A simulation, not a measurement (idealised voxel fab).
A process module follows: voxel capacitor over wiring.
Shown is cross-section cut, with a width of 235 nm and square cells of size 5 nm.
Cross-section layout: square cells on a grid; listed as bands, top to bottom; a band spans one or more cell rows. Within each band entry, the heights of the top and of the bottom of the band appear first, in that order and in nm; the materials of the band then follow from left to right, each with its corresponding width in nm. The designation "all across" on a single material indicates that it fills the band from edge to edge; the designation "blank" indicates empty space. Height datum 0, below which the as-received substrate wafer is one material. Lowest band open at the bottom, running downward: "0 -> down". Think of "30->40" as a width that walks from the first number to the second as you go down the band, top row to bottom row, taking equal-sized steps from row to row. Key: "nothing changed" - step with no changed cell in the cross-section. "Fully closed voids": sealed empty spaces, 8 cells or more, no open way to top, listed width x height at distance, with distance from the left edge and width, height and distance in nm. It should be noted that, on the line of a given step, the content following the step's settings is a remark produced by the simulator itself with respect to that step. The optional step-line setting "overlay nm" applies to steps with a mask and quantifies how far to the right of its planned location the mask lay, a negative value indicating leftward placement.

# The planned process steps are enumerated hereunder
1,RECEIVE,material Si
2,CONFORMAL_DEP,material SiO2,thk nm 15
3,DIRECTIONAL_DEP,material TiN,thk nm 5
4,DIRECTIONAL_DEP,material Ru,thk nm 20
5,DIRECTIONAL_DEP,material aC,thk nm 10
6,PATTERN,tone cover,mask id METAL_1,material resist,width nm 20,pitch nm 90,thk nm 30,overlay nm 0
7,DIRECTIONAL_ETCH,etch materials aC,depth nm 10
8,STRIP,etch materials resist
9,DIRECTIONAL_ETCH,etch materials Ru,depth nm 20
10,DIRECTIONAL_ETCH,etch materials TiN,depth nm 5
11,STRIP,etch materials aC
12,FILL_DEP,material SiO2,thk nm 10
13,CMP,height nm 40
14,CONFORMAL_DEP,material SiCN,thk nm 5
15,DIRECTIONAL_DEP,material lowk,thk nm 15
16,MASKED_ETCH,tone open,mask id PLUG_1,width nm 15,etch materials lowk,depth nm 15,overlay nm 0
17,MASKED_ETCH,tone open,mask id PLUG_1,width nm 15,etch materials SiCN,depth nm 5,overlay nm 0
18,CONFORMAL_DEP,material TiN,thk nm 5
19,FILL_DEP,material Ru,thk nm 10
20,CMP,height nm 60
21,DIRECTIONAL_DEP,material TiN,thk nm 10
22,DIRECTIONAL_DEP,material Al2O3,thk nm 5
23,DIRECTIONAL_DEP,material TiN,thk nm 5
24,PATTERN,tone cover,mask id UPPER_PLATE,material resist,width nm 75,thk nm 20,overlay nm 0
25,DIRECTIONAL_ETCH,etch materials TiN,depth nm 5
26,DIRECTIONAL_ETCH,etch materials Al2O3,depth nm 5
27,STRIP,etch materials resist
28,PATTERN,tone cover,mask id LOWER_PLATE,material resist,width nm 85,thk nm 15,overlay nm 0
29,DIRECTIONAL_ETCH,etch materials TiN,depth nm 10
30,STRIP,etch materials resist
31,FILL_DEP,material SiO2,thk nm 15
32,CMP,height nm 90
33,MASKED_ETCH,tone open,mask id PLUG_2,width nm 15,etch materials SiO2,depth nm 10,overlay nm 0
34,CONFORMAL_DEP,material TiN,thk nm 5
35,FILL_DEP,material Ru,thk nm 10
36,CMP,height nm 90
37,CONFORMAL_DEP,material SiN,thk nm 5

# Wafer as received: cross-section following step 1
* 0 -> down  Si all across
* Fully closed voids: none

# Looking at the first of two wafers in cross-section at end of module - ran to plan
* 95 -> 90  SiN all across
* 90 -> 85  75 nm SiO2  5 nm TiN  5 nm Ru  5 nm TiN  145 nm SiO2
* 85 -> 75  75->65 nm SiO2  15->75 nm TiN  145->95 nm SiO2
* 75 -> 70  65 nm SiO2  75 nm Al2O3  95 nm SiO2
* 70 -> 60  60 nm SiO2  85 nm TiN  90 nm SiO2
* 60 -> 45  65 nm lowk  5 nm TiN  5 nm Ru  5 nm TiN  155 nm lowk
* 45 -> 40  65 nm SiCN  15 nm TiN  155 nm SiCN
* 40 -> 20  60 nm SiO2  20 nm Ru  70 nm SiO2  20 nm Ru  65 nm SiO2
* 20 -> 15  60 nm SiO2  20 nm TiN  70 nm SiO2  20 nm TiN  65 nm SiO2
* 15 -> 0  SiO2 all across
* 0 -> down  Si all across
* Fully closed voids: none

# Same start, same plan as the first wafer - but one mistake in the run. Cross-section of the second of the two at the end of the module
* 95 -> 90  SiN all across
* 90 -> 85  75 nm SiO2  5 nm TiN  5 nm Ru  5 nm TiN  145 nm SiO2
* 85 -> 75  75->65 nm SiO2  15->75 nm TiN  145->95 nm SiO2
* 75 -> 70  65 nm SiO2  75 nm Al2O3  95 nm SiO2
* 70 -> 60  60 nm SiO2  85 nm TiN  90 nm SiO2
* 60 -> 45  65 nm lowk  5 nm TiN  5 nm Ru  5 nm TiN  155 nm lowk
* 45 -> 40  65 nm SiCN  15 nm TiN  155 nm SiCN
* 40 -> 20  60 nm SiO2  20 nm Ru  70 nm SiO2  20 nm Ru  65 nm SiO2
* 20 -> 5  SiO2 all across
* 5 -> 0  TiN all across
* 0 -> down  Si all across
* Fully closed voids: none
It is concluded that the wafer was processed incorrectly with respect to the plan, in that steps 2 and 3 run out of order (swapped)
Wafer comparison, final, in cells, second relative to first, materials more or fewer: -39 SiO2; +39 TiN
